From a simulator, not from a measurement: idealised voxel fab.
process module | voxel transistor to metal
cross-section cut | 300 nm wide | cells 5 nm
A cross-section is a grid of square cells, given in bands from the top down. A band is one or more rows of cells.
Each band's line starts with the height of the band's top and of its bottom, in nm. Then come its materials from left to right, each with its width in nm. One material with "throughout" fills the band from edge to edge. "air" is empty space.
Height 0 is the level under which the wafer as received is all one material. The lowest band goes on downwards, as in "0 down".
A width such as "30 to 40" changes by the same amount from each row of cells to the next, from the band's top row to its bottom row.
"no change" after a step means that no cell of the cross-section changed.
closed voids: empty space of 8 cells or more with no open way to the top, each as width x height at its distance from the left edge, in nm
after a step's settings: what the simulator itself notes on the step
overlay nm, on a step with a mask: how far to the right of its planned place the mask lay; to the left if negative
plan
1 op RECEIVE | material Si
2 op OXIDIZE | depth nm 5
3 op CONFORMAL_DEP | material SiN | thk nm 15
4 op PATTERN | tone cover | mask id ACTIVE | material resist | width nm 90 | pitch nm 110 | thk nm 20 | overlay nm 0
5 op DIRECTIONAL_ETCH | etch materials SiN | depth nm 15
6 op DIRECTIONAL_ETCH | etch materials SiO2 | depth nm 5
7 op DIRECTIONAL_ETCH | etch materials Si | depth nm 30
8 op STRIP | etch materials resist
9 op OXIDIZE | depth nm 5
10 op FILL_DEP | material SiO2 | thk nm 10
11 op CMP | height nm 15
12 op SELECTIVE_ETCH | etch materials SiO2 | depth nm 5
13 op STRIP | etch materials SiN
14 op SELECTIVE_ETCH | etch materials SiO2 | depth nm 5
15 op OXIDIZE | depth nm 5
16 op DIRECTIONAL_DEP | material polySi | thk nm 30
17 op DIRECTIONAL_DEP | material SiCN | thk nm 10
18 op MASKED_ETCH | tone cover | mask id GATE | width nm 20 | pitch nm 110 | etch materials SiCN | depth nm 20 | overlay nm 0
19 op MASKED_ETCH | tone cover | mask id GATE | width nm 20 | pitch nm 110 | etch materials polySi | depth nm 40 | overlay nm 0
20 op CONFORMAL_DEP | material SiO2 | thk nm 5
21 op DIRECTIONAL_ETCH | etch materials SiO2 | depth nm 5
22 op CONFORMAL_DEP | material SiN | thk nm 5
23 op DIRECTIONAL_ETCH | etch materials SiN | depth nm 5
24 op DIRECTIONAL_ETCH | etch materials SiO2 | depth nm 5
25 op DIRECTIONAL_ETCH | etch materials Si | depth nm 15
26 op EPI | material SiGe | thk nm 15
27 op FILL_DEP | material SiO2 | thk nm 5
28 op CMP | height nm 35
29 op DIRECTIONAL_DEP | material SiO2 | thk nm 10
30 op DIRECTIONAL_DEP | material aC | thk nm 15
31 op PATTERN | tone open | mask id CONTACT | material resist | width nm 15 | thk nm 35 | overlay nm 0
32 op DIRECTIONAL_ETCH | etch materials aC | depth nm 15
33 op STRIP | etch materials resist
34 op DIRECTIONAL_ETCH | etch materials SiO2 | depth nm 55
35 op STRIP | etch materials aC
36 op CONFORMAL_DEP | material TiN | thk nm 5
37 op FILL_DEP | material W | thk nm 5
38 op CMP | height nm 45
39 op DIRECTIONAL_DEP | material TiN | thk nm 5
40 op DIRECTIONAL_DEP | material Ru | thk nm 20
41 op PATTERN | tone cover | mask id METAL_1 | material resist | width nm 15 | thk nm 15 | overlay nm 0
42 op DIRECTIONAL_ETCH | etch materials Ru | depth nm 20
43 op DIRECTIONAL_ETCH | etch materials TiN | depth nm 5
44 op STRIP | etch materials resist
45 op CONFORMAL_DEP | material SiN | thk nm 5
46 op FILL_DEP | material SiO2 | thk nm 10
47 op CMP | height nm 70
48 op CONFORMAL_DEP | material SiCN | thk nm 5
first wafer, as planned
as received, after step 1
  0 down: Si throughout
  closed voids: none
after step 2
  0 to -5: SiO2 throughout
  below -5: unchanged
after step 3
  15 to 0: SiN throughout
  below 0: unchanged
after step 4
  35 to 15: air 50 | resist 90 | air 20 | resist 90 | air 50
  below 15: unchanged
after step 5
  35 to 15: air 50 | resist 90 | air 20 | resist 90 | air 50
  15 to 0: air 50 | SiN 90 | air 20 | SiN 90 | air 50
  below 0: unchanged
after step 6
  35 to 15: air 50 | resist 90 | air 20 | resist 90 | air 50
  15 to 0: air 50 | SiN 90 | air 20 | SiN 90 | air 50
  0 to -5: air 50 | SiO2 90 | air 20 | SiO2 90 | air 50
  below -5: unchanged
after step 7
  35 to 15: air 50 | resist 90 | air 20 | resist 90 | air 50
  15 to 0: air 50 | SiN 90 | air 20 | SiN 90 | air 50
  0 to -5: air 50 | SiO2 90 | air 20 | SiO2 90 | air 50
  -5 to -35: air 50 | Si 90 | air 20 | Si 90 | air 50
  below -35: unchanged
after step 8
  15 to 0: air 50 | SiN 90 | air 20 | SiN 90 | air 50
  below 0: unchanged
after step 9
  15 to 0: air 50 | SiN 90 | air 20 | SiN 90 | air 50
  0 to -5: air 50 | SiO2 90 | air 20 | SiO2 90 | air 50
  -5 to -35: air 50 | SiO2 5 | Si 80 | SiO2 5 | air 20 | SiO2 5 | Si 80 | SiO2 5 | air 50
  -35 to -40: SiO2 55 | Si 80 | SiO2 30 | Si 80 | SiO2 55
  below -40: unchanged
after step 10
  25 to 15: SiO2 throughout
  15 to 0: SiO2 50 | SiN 90 | SiO2 20 | SiN 90 | SiO2 50
  0 to -5: SiO2 throughout
  -5 to -40: SiO2 55 | Si 80 | SiO2 30 | Si 80 | SiO2 55
  below -40: unchanged
after step 11
  15 to 0: SiO2 50 | SiN 90 | SiO2 20 | SiN 90 | SiO2 50
  below 0: unchanged
after step 12
  15 to 10: air 50 | SiN 90 | air 20 | SiN 90 | air 50
  below 10: unchanged
after step 13
  10 to 0: SiO2 50 | air 90 | SiO2 20 | air 90 | SiO2 50
  below 0: unchanged
after step 14
  5 to -5: SiO2 45 | air 100 | SiO2 10 | air 100 | SiO2 45
  below -5: unchanged
after step 15
  5 to -5: SiO2 45 | air 100 | SiO2 10 | air 100 | SiO2 45
  -5 to -10: SiO2 throughout
  below -10: unchanged
after step 16
  35 to 25: polySi 45 | air 100 | polySi 10 | air 100 | polySi 45
  25 to 5: polySi throughout
  5 to -5: SiO2 45 | polySi 100 | SiO2 10 | polySi 100 | SiO2 45
  below -5: unchanged
after step 17
  45 to 35: SiCN 45 | air 100 | SiCN 10 | air 100 | SiCN 45
  35 to 25: polySi 45 | SiCN 100 | polySi 10 | SiCN 100 | polySi 45
  below 25: unchanged
after step 18
  35 to 25: polySi 45 | air 40 | SiCN 20 | air 40 | polySi 10 | air 40 | SiCN 20 | air 40 | polySi 45
  below 25: unchanged
after step 19
  35 to 25: air 85 | SiCN 20 | air 90 | SiCN 20 | air 85
  25 to 5: air 85 | polySi 20 | air 90 | polySi 20 | air 85
  5 to -5: SiO2 45 | air 40 | polySi 20 | air 40 | SiO2 10 | air 40 | polySi 20 | air 40 | SiO2 45
  below -5: unchanged
after step 20
  40 to 35: air 80 | SiO2 30 | air 80 | SiO2 30 | air 80
  35 to 25: air 80 | SiO2 5 | SiCN 20 | SiO2 5 | air 80 | SiO2 5 | SiCN 20 | SiO2 5 | air 80
  25 to 10: air 80 | SiO2 5 | polySi 20 | SiO2 5 | air 80 | SiO2 5 | polySi 20 | SiO2 5 | air 80
  10 to 0: SiO2 50 | air 30 | SiO2 5 | polySi 20 | SiO2 5 | air 30 | SiO2 20 | air 30 | SiO2 5 | polySi 20 | SiO2 5 | air 30 | SiO2 50
  0 to -5: SiO2 85 | polySi 20 | SiO2 90 | polySi 20 | SiO2 85
  below -5: unchanged
after step 21
  35 to 25: air 80 | SiO2 5 | SiCN 20 | SiO2 5 | air 80 | SiO2 5 | SiCN 20 | SiO2 5 | air 80
  25 to 5: air 80 | SiO2 5 | polySi 20 | SiO2 5 | air 80 | SiO2 5 | polySi 20 | SiO2 5 | air 80
  5 to -5: SiO2 50 | air 30 | SiO2 5 | polySi 20 | SiO2 5 | air 30 | SiO2 20 | air 30 | SiO2 5 | polySi 20 | SiO2 5 | air 30 | SiO2 50
  below -5: unchanged
after step 22
  40 to 35: air 75 | SiN 40 | air 70 | SiN 40 | air 75
  35 to 25: air 75 | SiN 5 | SiO2 5 | SiCN 20 | SiO2 5 | SiN 5 | air 70 | SiN 5 | SiO2 5 | SiCN 20 | SiO2 5 | SiN 5 | air 75
  25 to 10: air 75 | SiN 5 | SiO2 5 | polySi 20 | SiO2 5 | SiN 5 | air 70 | SiN 5 | SiO2 5 | polySi 20 | SiO2 5 | SiN 5 | air 75
  10 to 5: SiN 55 | air 20 | SiN 5 | SiO2 5 | polySi 20 | SiO2 5 | SiN 5 | air 20 | SiN 30 | air 20 | SiN 5 | SiO2 5 | polySi 20 | SiO2 5 | SiN 5 | air 20 | SiN 55
  5 to 0: SiO2 50 | SiN 5 | air 20 | SiN 5 | SiO2 5 | polySi 20 | SiO2 5 | SiN 5 | air 20 | SiN 5 | SiO2 20 | SiN 5 | air 20 | SiN 5 | SiO2 5 | polySi 20 | SiO2 5 | SiN 5 | air 20 | SiN 5 | SiO2 50
  0 to -5: SiO2 50 | SiN 30 | SiO2 5 | polySi 20 | SiO2 5 | SiN 30 | SiO2 20 | SiN 30 | SiO2 5 | polySi 20 | SiO2 5 | SiN 30 | SiO2 50
  below -5: unchanged
after step 23
  35 to 25: air 75 | SiN 5 | SiO2 5 | SiCN 20 | SiO2 5 | SiN 5 | air 70 | SiN 5 | SiO2 5 | SiCN 20 | SiO2 5 | SiN 5 | air 75
  25 to 5: air 75 | SiN 5 | SiO2 5 | polySi 20 | SiO2 5 | SiN 5 | air 70 | SiN 5 | SiO2 5 | polySi 20 | SiO2 5 | SiN 5 | air 75
  5 to -5: SiO2 50 | SiN 5 | air 20 | SiN 5 | SiO2 5 | polySi 20 | SiO2 5 | SiN 5 | air 20 | SiN 5 | SiO2 20 | SiN 5 | air 20 | SiN 5 | SiO2 5 | polySi 20 | SiO2 5 | SiN 5 | air 20 | SiN 5 | SiO2 50
  below -5: unchanged
after step 24
  35 to 30: air 75 | SiN 5 | air 5 | SiCN 20 | air 5 | SiN 5 | air 70 | SiN 5 | air 5 | SiCN 20 | air 5 | SiN 5 | air 75
  30 to 25: air 75 | SiN 5 | SiO2 5 | SiCN 20 | SiO2 5 | SiN 5 | air 70 | SiN 5 | SiO2 5 | SiCN 20 | SiO2 5 | SiN 5 | air 75
  25 to 5: air 75 | SiN 5 | SiO2 5 | polySi 20 | SiO2 5 | SiN 5 | air 70 | SiN 5 | SiO2 5 | polySi 20 | SiO2 5 | SiN 5 | air 75
  5 to 0: air 50 | SiN 5 | air 20 | SiN 5 | SiO2 5 | polySi 20 | SiO2 5 | SiN 5 | air 20 | SiN 5 | air 20 | SiN 5 | air 20 | SiN 5 | SiO2 5 | polySi 20 | SiO2 5 | SiN 5 | air 20 | SiN 5 | air 50
  0 to -5: SiO2 50 | SiN 5 | air 20 | SiN 5 | SiO2 5 | polySi 20 | SiO2 5 | SiN 5 | air 20 | SiN 5 | SiO2 20 | SiN 5 | air 20 | SiN 5 | SiO2 5 | polySi 20 | SiO2 5 | SiN 5 | air 20 | SiN 5 | SiO2 50
  -5 to -10: SiO2 55 | air 20 | SiO2 40 | air 20 | SiO2 30 | air 20 | SiO2 40 | air 20 | SiO2 55
  below -10: unchanged
after step 25
  35 to 30: air 75 | SiN 5 | air 5 | SiCN 20 | air 5 | SiN 5 | air 70 | SiN 5 | air 5 | SiCN 20 | air 5 | SiN 5 | air 75
  30 to 25: air 75 | SiN 5 | SiO2 5 | SiCN 20 | SiO2 5 | SiN 5 | air 70 | SiN 5 | SiO2 5 | SiCN 20 | SiO2 5 | SiN 5 | air 75
  25 to 5: air 75 | SiN 5 | SiO2 5 | polySi 20 | SiO2 5 | SiN 5 | air 70 | SiN 5 | SiO2 5 | polySi 20 | SiO2 5 | SiN 5 | air 75
  5 to 0: air 50 | SiN 5 | air 20 | SiN 5 | SiO2 5 | polySi 20 | SiO2 5 | SiN 5 | air 20 | SiN 5 | air 20 | SiN 5 | air 20 | SiN 5 | SiO2 5 | polySi 20 | SiO2 5 | SiN 5 | air 20 | SiN 5 | air 50
  0 to -5: SiO2 50 | SiN 5 | air 20 | SiN 5 | SiO2 5 | polySi 20 | SiO2 5 | SiN 5 | air 20 | SiN 5 | SiO2 20 | SiN 5 | air 20 | SiN 5 | SiO2 5 | polySi 20 | SiO2 5 | SiN 5 | air 20 | SiN 5 | SiO2 50
  -5 to -10: SiO2 55 | air 20 | SiO2 40 | air 20 | SiO2 30 | air 20 | SiO2 40 | air 20 | SiO2 55
  -10 to -25: SiO2 55 | air 20 | Si 40 | air 20 | SiO2 30 | air 20 | Si 40 | air 20 | SiO2 55
  below -25: unchanged
after step 26
  35 to 30: air 75 | SiN 5 | air 5 | SiCN 20 | air 5 | SiN 5 | air 70 | SiN 5 | air 5 | SiCN 20 | air 5 | SiN 5 | air 75
  30 to 25: air 75 | SiN 5 | SiO2 5 | SiCN 20 | SiO2 5 | SiN 5 | air 70 | SiN 5 | SiO2 5 | SiCN 20 | SiO2 5 | SiN 5 | air 75
  25 to 5: air 75 | SiN 5 | SiO2 5 | polySi 20 | SiO2 5 | SiN 5 | air 70 | SiN 5 | SiO2 5 | polySi 20 | SiO2 5 | SiN 5 | air 75
  5 to 0: air 50 | SiN 5 | air 5 | SiGe 15 | SiN 5 | SiO2 5 | polySi 20 | SiO2 5 | SiN 5 | SiGe 15 | air 5 | SiN 5 | air 20 | SiN 5 | air 5 | SiGe 15 | SiN 5 | SiO2 5 | polySi 20 | SiO2 5 | SiN 5 | SiGe 15 | air 5 | SiN 5 | air 50
  0 to -5: SiO2 50 | SiN 5 | air 5 | SiGe 15 | SiN 5 | SiO2 5 | polySi 20 | SiO2 5 | SiN 5 | SiGe 15 | air 5 | SiN 5 | SiO2 20 | SiN 5 | air 5 | SiGe 15 | SiN 5 | SiO2 5 | polySi 20 | SiO2 5 | SiN 5 | SiGe 15 | air 5 | SiN 5 | SiO2 50
  -5 to -10: SiO2 55 | air 5 | SiGe 15 | SiO2 40 | SiGe 15 | air 5 | SiO2 30 | air 5 | SiGe 15 | SiO2 40 | SiGe 15 | air 5 | SiO2 55
  -10 to -25: SiO2 55 | SiGe 20 | Si 40 | SiGe 20 | SiO2 30 | SiGe 20 | Si 40 | SiGe 20 | SiO2 55
  below -25: unchanged
after step 27
  40 to 35: SiO2 throughout
  35 to 25: SiO2 75 | SiN 5 | SiO2 5 | SiCN 20 | SiO2 5 | SiN 5 | SiO2 70 | SiN 5 | SiO2 5 | SiCN 20 | SiO2 5 | SiN 5 | SiO2 75
  25 to 5: SiO2 75 | SiN 5 | SiO2 5 | polySi 20 | SiO2 5 | SiN 5 | SiO2 70 | SiN 5 | SiO2 5 | polySi 20 | SiO2 5 | SiN 5 | SiO2 75
  5 to -5: SiO2 50 | SiN 5 | SiO2 5 | SiGe 15 | SiN 5 | SiO2 5 | polySi 20 | SiO2 5 | SiN 5 | SiGe 15 | SiO2 5 | SiN 5 | SiO2 20 | SiN 5 | SiO2 5 | SiGe 15 | SiN 5 | SiO2 5 | polySi 20 | SiO2 5 | SiN 5 | SiGe 15 | SiO2 5 | SiN 5 | SiO2 50
  -5 to -10: SiO2 60 | SiGe 15 | SiO2 40 | SiGe 15 | SiO2 40 | SiGe 15 | SiO2 40 | SiGe 15 | SiO2 60
  below -10: unchanged
after step 28
  35 to 25: SiO2 75 | SiN 5 | SiO2 5 | SiCN 20 | SiO2 5 | SiN 5 | SiO2 70 | SiN 5 | SiO2 5 | SiCN 20 | SiO2 5 | SiN 5 | SiO2 75
  below 25: unchanged
after step 29
  45 to 35: SiO2 throughout
  below 35: unchanged
after step 30
  60 to 45: aC throughout
  below 45: unchanged
after step 31
  95 to 60: resist 55 | air 15 | resist 50 | air 15 | resist 30 | air 15 | resist 50 | air 15 | resist 55
  below 60: unchanged
after step 32
  80 to 60: resist 55 | air 15 | resist 50 | air 15 | resist 30 | air 15 | resist 50 | air 15 | resist 55
  60 to 45: aC 55 | air 15 | aC 50 | air 15 | aC 30 | air 15 | aC 50 | air 15 | aC 55
  below 45: unchanged
after step 33
  60 to 45: aC 55 | air 15 | aC 50 | air 15 | aC 30 | air 15 | aC 50 | air 15 | aC 55
  below 45: unchanged
after step 34
  60 to 45: aC 55 | air 15 | aC 50 | air 15 | aC 30 | air 15 | aC 50 | air 15 | aC 55
  45 to 35: SiO2 55 | air 15 | SiO2 50 | air 15 | SiO2 30 | air 15 | SiO2 50 | air 15 | SiO2 55
  35 to 25: SiO2 55 | air 15 | SiO2 5 | SiN 5 | SiO2 5 | SiCN 20 | SiO2 5 | SiN 5 | SiO2 5 | air 15 | SiO2 30 | air 15 | SiO2 5 | SiN 5 | SiO2 5 | SiCN 20 | SiO2 5 | SiN 5 | SiO2 5 | air 15 | SiO2 55
  25 to 5: SiO2 55 | air 15 | SiO2 5 | SiN 5 | SiO2 5 | polySi 20 | SiO2 5 | SiN 5 | SiO2 5 | air 15 | SiO2 30 | air 15 | SiO2 5 | SiN 5 | SiO2 5 | polySi 20 | SiO2 5 | SiN 5 | SiO2 5 | air 15 | SiO2 55
  5 to -5: SiO2 50 | SiN 5 | air 5 | SiGe 15 | SiN 5 | SiO2 5 | polySi 20 | SiO2 5 | SiN 5 | SiGe 15 | air 5 | SiN 5 | SiO2 20 | SiN 5 | air 5 | SiGe 15 | SiN 5 | SiO2 5 | polySi 20 | SiO2 5 | SiN 5 | SiGe 15 | air 5 | SiN 5 | SiO2 50
  -5 to -10: SiO2 55 | air 5 | SiGe 15 | SiO2 40 | SiGe 15 | air 5 | SiO2 30 | air 5 | SiGe 15 | SiO2 40 | SiGe 15 | air 5 | SiO2 55
  below -10: unchanged
after step 35
  45 to 35: SiO2 55 | air 15 | SiO2 50 | air 15 | SiO2 30 | air 15 | SiO2 50 | air 15 | SiO2 55
  below 35: unchanged
after step 36
  50 to 45: TiN 60 | air 5 | TiN 60 | air 5 | TiN 40 | air 5 | TiN 60 | air 5 | TiN 60
  45 to 35: SiO2 55 | TiN 5 | air 5 | TiN 5 | SiO2 50 | TiN 5 | air 5 | TiN 5 | SiO2 30 | TiN 5 | air 5 | TiN 5 | SiO2 50 | TiN 5 | air 5 | TiN 5 | SiO2 55
  35 to 25: SiO2 55 | TiN 5 | air 5 | TiN 5 | SiO2 5 | SiN 5 | SiO2 5 | SiCN 20 | SiO2 5 | SiN 5 | SiO2 5 | TiN 5 | air 5 | TiN 5 | SiO2 30 | TiN 5 | air 5 | TiN 5 | SiO2 5 | SiN 5 | SiO2 5 | SiCN 20 | SiO2 5 | SiN 5 | SiO2 5 | TiN 5 | air 5 | TiN 5 | SiO2 55
  25 to 10: SiO2 55 | TiN 5 | air 5 | TiN 5 | SiO2 5 | SiN 5 | SiO2 5 | polySi 20 | SiO2 5 | SiN 5 | SiO2 5 | TiN 5 | air 5 | TiN 5 | SiO2 30 | TiN 5 | air 5 | TiN 5 | SiO2 5 | SiN 5 | SiO2 5 | polySi 20 | SiO2 5 | SiN 5 | SiO2 5 | TiN 5 | air 5 | TiN 5 | SiO2 55
  10 to 5: SiO2 55 | TiN 15 | SiO2 5 | SiN 5 | SiO2 5 | polySi 20 | SiO2 5 | SiN 5 | SiO2 5 | TiN 15 | SiO2 30 | TiN 15 | SiO2 5 | SiN 5 | SiO2 5 | polySi 20 | SiO2 5 | SiN 5 | SiO2 5 | TiN 15 | SiO2 55
  5 to -5: SiO2 50 | SiN 5 | TiN 5 | SiGe 15 | SiN 5 | SiO2 5 | polySi 20 | SiO2 5 | SiN 5 | SiGe 15 | TiN 5 | SiN 5 | SiO2 20 | SiN 5 | TiN 5 | SiGe 15 | SiN 5 | SiO2 5 | polySi 20 | SiO2 5 | SiN 5 | SiGe 15 | TiN 5 | SiN 5 | SiO2 50
  -5 to -10: SiO2 55 | TiN 5 | SiGe 15 | SiO2 40 | SiGe 15 | TiN 5 | SiO2 30 | TiN 5 | SiGe 15 | SiO2 40 | SiGe 15 | TiN 5 | SiO2 55
  below -10: unchanged
after step 37
  55 to 50: W throughout
  50 to 45: TiN 60 | W 5 | TiN 60 | W 5 | TiN 40 | W 5 | TiN 60 | W 5 | TiN 60
  45 to 35: SiO2 55 | TiN 5 | W 5 | TiN 5 | SiO2 50 | TiN 5 | W 5 | TiN 5 | SiO2 30 | TiN 5 | W 5 | TiN 5 | SiO2 50 | TiN 5 | W 5 | TiN 5 | SiO2 55
  35 to 25: SiO2 55 | TiN 5 | W 5 | TiN 5 | SiO2 5 | SiN 5 | SiO2 5 | SiCN 20 | SiO2 5 | SiN 5 | SiO2 5 | TiN 5 | W 5 | TiN 5 | SiO2 30 | TiN 5 | W 5 | TiN 5 | SiO2 5 | SiN 5 | SiO2 5 | SiCN 20 | SiO2 5 | SiN 5 | SiO2 5 | TiN 5 | W 5 | TiN 5 | SiO2 55
  25 to 10: SiO2 55 | TiN 5 | W 5 | TiN 5 | SiO2 5 | SiN 5 | SiO2 5 | polySi 20 | SiO2 5 | SiN 5 | SiO2 5 | TiN 5 | W 5 | TiN 5 | SiO2 30 | TiN 5 | W 5 | TiN 5 | SiO2 5 | SiN 5 | SiO2 5 | polySi 20 | SiO2 5 | SiN 5 | SiO2 5 | TiN 5 | W 5 | TiN 5 | SiO2 55
  below 10: unchanged
after step 38
  45 to 35: SiO2 55 | TiN 5 | W 5 | TiN 5 | SiO2 50 | TiN 5 | W 5 | TiN 5 | SiO2 30 | TiN 5 | W 5 | TiN 5 | SiO2 50 | TiN 5 | W 5 | TiN 5 | SiO2 55
  below 35: unchanged
after step 39
  50 to 45: TiN throughout
  below 45: unchanged
after step 40
  70 to 50: Ru throughout
  below 50: unchanged
after step 41
  85 to 70: air 55 | resist 15 | air 50 | resist 15 | air 30 | resist 15 | air 50 | resist 15 | air 55
  below 70: unchanged
after step 42
  85 to 70: air 55 | resist 15 | air 50 | resist 15 | air 30 | resist 15 | air 50 | resist 15 | air 55
  70 to 50: air 55 | Ru 15 | air 50 | Ru 15 | air 30 | Ru 15 | air 50 | Ru 15 | air 55
  below 50: unchanged
after step 43
  85 to 70: air 55 | resist 15 | air 50 | resist 15 | air 30 | resist 15 | air 50 | resist 15 | air 55
  70 to 50: air 55 | Ru 15 | air 50 | Ru 15 | air 30 | Ru 15 | air 50 | Ru 15 | air 55
  50 to 45: air 55 | TiN 15 | air 50 | TiN 15 | air 30 | TiN 15 | air 50 | TiN 15 | air 55
  below 45: unchanged
after step 44
  70 to 50: air 55 | Ru 15 | air 50 | Ru 15 | air 30 | Ru 15 | air 50 | Ru 15 | air 55
  below 50: unchanged
after step 45
  75 to 70: air 50 | SiN 25 | air 40 | SiN 25 | air 20 | SiN 25 | air 40 | SiN 25 | air 50
  70 to 50: air 50 | SiN 5 | Ru 15 | SiN 5 | air 40 | SiN 5 | Ru 15 | SiN 5 | air 20 | SiN 5 | Ru 15 | SiN 5 | air 40 | SiN 5 | Ru 15 | SiN 5 | air 50
  50 to 45: SiN 55 | TiN 15 | SiN 50 | TiN 15 | SiN 30 | TiN 15 | SiN 50 | TiN 15 | SiN 55
  below 45: unchanged
after step 46
  85 to 75: SiO2 throughout
  75 to 70: SiO2 50 | SiN 25 | SiO2 40 | SiN 25 | SiO2 20 | SiN 25 | SiO2 40 | SiN 25 | SiO2 50
  70 to 50: SiO2 50 | SiN 5 | Ru 15 | SiN 5 | SiO2 40 | SiN 5 | Ru 15 | SiN 5 | SiO2 20 | SiN 5 | Ru 15 | SiN 5 | SiO2 40 | SiN 5 | Ru 15 | SiN 5 | SiO2 50
  below 50: unchanged
after step 47
  70 to 50: SiO2 50 | SiN 5 | Ru 15 | SiN 5 | SiO2 40 | SiN 5 | Ru 15 | SiN 5 | SiO2 20 | SiN 5 | Ru 15 | SiN 5 | SiO2 40 | SiN 5 | Ru 15 | SiN 5 | SiO2 50
  below 50: unchanged
after step 48
  75 to 70: SiCN throughout
  below 70: unchanged
second wafer: like start, like plan, one mistake. Through step 36 it matches the first wafer
when step 37 should have ended
  55 to 50: SiN throughout
  50 to 45: TiN 60 | SiN 5 | TiN 60 | SiN 5 | TiN 40 | SiN 5 | TiN 60 | SiN 5 | TiN 60
  45 to 35: SiO2 55 | TiN 5 | SiN 5 | TiN 5 | SiO2 50 | TiN 5 | SiN 5 | TiN 5 | SiO2 30 | TiN 5 | SiN 5 | TiN 5 | SiO2 50 | TiN 5 | SiN 5 | TiN 5 | SiO2 55
  35 to 25: SiO2 55 | TiN 5 | SiN 5 | TiN 5 | SiO2 5 | SiN 5 | SiO2 5 | SiCN 20 | SiO2 5 | SiN 5 | SiO2 5 | TiN 5 | SiN 5 | TiN 5 | SiO2 30 | TiN 5 | SiN 5 | TiN 5 | SiO2 5 | SiN 5 | SiO2 5 | SiCN 20 | SiO2 5 | SiN 5 | SiO2 5 | TiN 5 | SiN 5 | TiN 5 | SiO2 55
  25 to 10: SiO2 55 | TiN 5 | SiN 5 | TiN 5 | SiO2 5 | SiN 5 | SiO2 5 | polySi 20 | SiO2 5 | SiN 5 | SiO2 5 | TiN 5 | SiN 5 | TiN 5 | SiO2 30 | TiN 5 | SiN 5 | TiN 5 | SiO2 5 | SiN 5 | SiO2 5 | polySi 20 | SiO2 5 | SiN 5 | SiO2 5 | TiN 5 | SiN 5 | TiN 5 | SiO2 55
  below 10: unchanged
when step 38 should have ended
  45 to 35: SiO2 55 | TiN 5 | SiN 5 | TiN 5 | SiO2 50 | TiN 5 | SiN 5 | TiN 5 | SiO2 30 | TiN 5 | SiN 5 | TiN 5 | SiO2 50 | TiN 5 | SiN 5 | TiN 5 | SiO2 55
  below 35: unchanged
when step 39 should have ended
  50 to 45: TiN throughout
  below 45: unchanged
when step 40 should have ended
  70 to 50: Ru throughout
  below 50: unchanged
when step 41 should have ended
  85 to 70: air 55 | resist 15 | air 50 | resist 15 | air 30 | resist 15 | air 50 | resist 15 | air 55
  below 70: unchanged
when step 42 should have ended
  85 to 70: air 55 | resist 15 | air 50 | resist 15 | air 30 | resist 15 | air 50 | resist 15 | air 55
  70 to 50: air 55 | Ru 15 | air 50 | Ru 15 | air 30 | Ru 15 | air 50 | Ru 15 | air 55
  below 50: unchanged
when step 43 should have ended
  85 to 70: air 55 | resist 15 | air 50 | resist 15 | air 30 | resist 15 | air 50 | resist 15 | air 55
  70 to 50: air 55 | Ru 15 | air 50 | Ru 15 | air 30 | Ru 15 | air 50 | Ru 15 | air 55
  50 to 45: air 55 | TiN 15 | air 50 | TiN 15 | air 30 | TiN 15 | air 50 | TiN 15 | air 55
  below 45: unchanged
when step 44 should have ended
  70 to 50: air 55 | Ru 15 | air 50 | Ru 15 | air 30 | Ru 15 | air 50 | Ru 15 | air 55
  below 50: unchanged
when step 45 should have ended
  75 to 70: air 50 | SiN 25 | air 40 | SiN 25 | air 20 | SiN 25 | air 40 | SiN 25 | air 50
  70 to 50: air 50 | SiN 5 | Ru 15 | SiN 5 | air 40 | SiN 5 | Ru 15 | SiN 5 | air 20 | SiN 5 | Ru 15 | SiN 5 | air 40 | SiN 5 | Ru 15 | SiN 5 | air 50
  50 to 45: SiN 55 | TiN 15 | SiN 50 | TiN 15 | SiN 30 | TiN 15 | SiN 50 | TiN 15 | SiN 55
  below 45: unchanged
when step 46 should have ended
  85 to 75: SiO2 throughout
  75 to 70: SiO2 50 | SiN 25 | SiO2 40 | SiN 25 | SiO2 20 | SiN 25 | SiO2 40 | SiN 25 | SiO2 50
  70 to 50: SiO2 50 | SiN 5 | Ru 15 | SiN 5 | SiO2 40 | SiN 5 | Ru 15 | SiN 5 | SiO2 20 | SiN 5 | Ru 15 | SiN 5 | SiO2 40 | SiN 5 | Ru 15 | SiN 5 | SiO2 50
  below 50: unchanged
when step 47 should have ended
  70 to 50: SiO2 50 | SiN 5 | Ru 15 | SiN 5 | SiO2 40 | SiN 5 | Ru 15 | SiN 5 | SiO2 20 | SiN 5 | Ru 15 | SiN 5 | SiO2 40 | SiN 5 | Ru 15 | SiN 5 | SiO2 50
  below 50: unchanged
when step 48 should have ended
  75 to 70: SiCN throughout
  below 70: unchanged
what went wrong: step 37 ran as: op FILL_DEP | material SiN | thk nm 5
at the end the second wafer has, in cells: 28 more of SiN | 28 fewer of W
